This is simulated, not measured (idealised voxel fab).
A process module follows: voxel ribs on slabs.
165 nm wide, 5 nm square cells: that's cross-section cut.
Cross-sections here: square-cell grids, written as top-down lists of bands, a band being one or more rows of cells.
For a band, the entry starts with two heights in nm, that of the top and then that of the bottom, and carries on with the band's materials in order from left to right, each alongside its width in nm; the word "full width" beside a single material means it fills the band edge to edge, and "empty" means empty space.
Ref level 0: as-received wafer is one material below here. Bottom band extends down with no lower bound ("from 0 down").
The two numbers in a width such as "30..40" mark its ends across the band: the first belongs to the top row of cells, the second to the bottom row, and from each row to the next the width moves by the same amount.
Step note "nothing got changed" = no cross-section cell changed.
This entry, "Internal closed voids", enumerates those empty regions of no fewer than 8 cells that possess no open connection to the top. Each region is reported in the form width x height at distance, the distance being taken from the left edge, with all three quantities expressed in nm.
Heads up: the bit after the settings on a step's line is the simulator's remark on that step.
"overlay nm" answers the question of how far to the right of plan the mask lay on a step that has a mask, and when it is negative the answer is to the left.
## List of planned process steps
1) op RECEIVE | material Si
2) op DIRECTIONAL_DEP | material SiO2 | thk nm 25
3) op DIRECTIONAL_DEP | material SiN | thk nm 15
4) op MASKED_ETCH | tone cover | mask id RIB | width nm 25 | etch materials SiN | depth nm 5 | overlay nm 0
5) op PATTERN | tone cover | mask id SLAB | material resist | width nm 55 | thk nm 20 | overlay nm 0
6) op DIRECTIONAL_ETCH | etch materials SiN | depth nm 10
7) op STRIP | etch materials resist
8) op FILL_DEP | material SiO2 | thk nm 15
9) op CMP | height nm 50
10) op DIRECTIONAL_DEP | material TiN | thk nm 5
11) op PATTERN | tone cover | mask id HEATER | material resist | width nm 35 | thk nm 20 | overlay nm -15
12) op DIRECTIONAL_ETCH | etch materials TiN | depth nm 5
13) op STRIP | etch materials resist
14) op CONFORMAL_DEP | material SiN | thk nm 10
What sets these wafers apart? The overlay nm at step 11. They all start alike, and the plan carries the first wafer's value.
## Cross-section: the first of several wafers in its as-received state, i.e. following step 1
  from 0 down = Si full width
  Internal closed voids: none
## Shown in cross-section: the first of several wafers at the end of the module, after its last step, step 14
  from 65 to 60 = empty (40); SiN (55); empty (70)
  from 60 to 55 = SiN full width
  from 55 to 50 = SiN (50); TiN (35); SiN (80)
  from 50 to 40 = SiO2 full width
  from 40 to 35 = SiO2 (70); SiN (25); SiO2 (70)
  from 35 to 25 = SiO2 (55); SiN (55); SiO2 (55)
  from 25 to 0 = SiO2 full width
  from 0 down = Si full width
  Internal closed voids: none
## Cross-section, last wafer, module completion
  from 65 to 60 = empty (70); SiN (55); empty (40)
  from 60 to 55 = SiN full width
  from 55 to 50 = SiN (80); TiN (35); SiN (50)
  from 50 to 40 = SiO2 full width
  from 40 to 35 = SiO2 (70); SiN (25); SiO2 (70)
  from 35 to 25 = SiO2 (55); SiN (55); SiO2 (55)
  from 25 to 0 = SiO2 full width
  from 0 down = Si full width
  Internal closed voids: none
## Gained (+) or lost (-) cells of each material since receipt, then closed voids: one row per wafer, at the end of the module
overlay nm -15 | +97 SiN | +303 SiO2 | +7 TiN | Internal closed voids: none
overlay nm -10 | +97 SiN | +303 SiO2 | +7 TiN | Internal closed voids: none
overlay nm -5 | +97 SiN | +303 SiO2 | +7 TiN | Internal closed voids: none
overlay nm 0 | +97 SiN | +303 SiO2 | +7 TiN | Internal closed voids: none
overlay nm 5 | +97 SiN | +303 SiO2 | +7 TiN | Internal closed voids: none
overlay nm 10 | +97 SiN | +303 SiO2 | +7 TiN | Internal closed voids: none
overlay nm 15 | +97 SiN | +303 SiO2 | +7 TiN | Internal closed voids: none
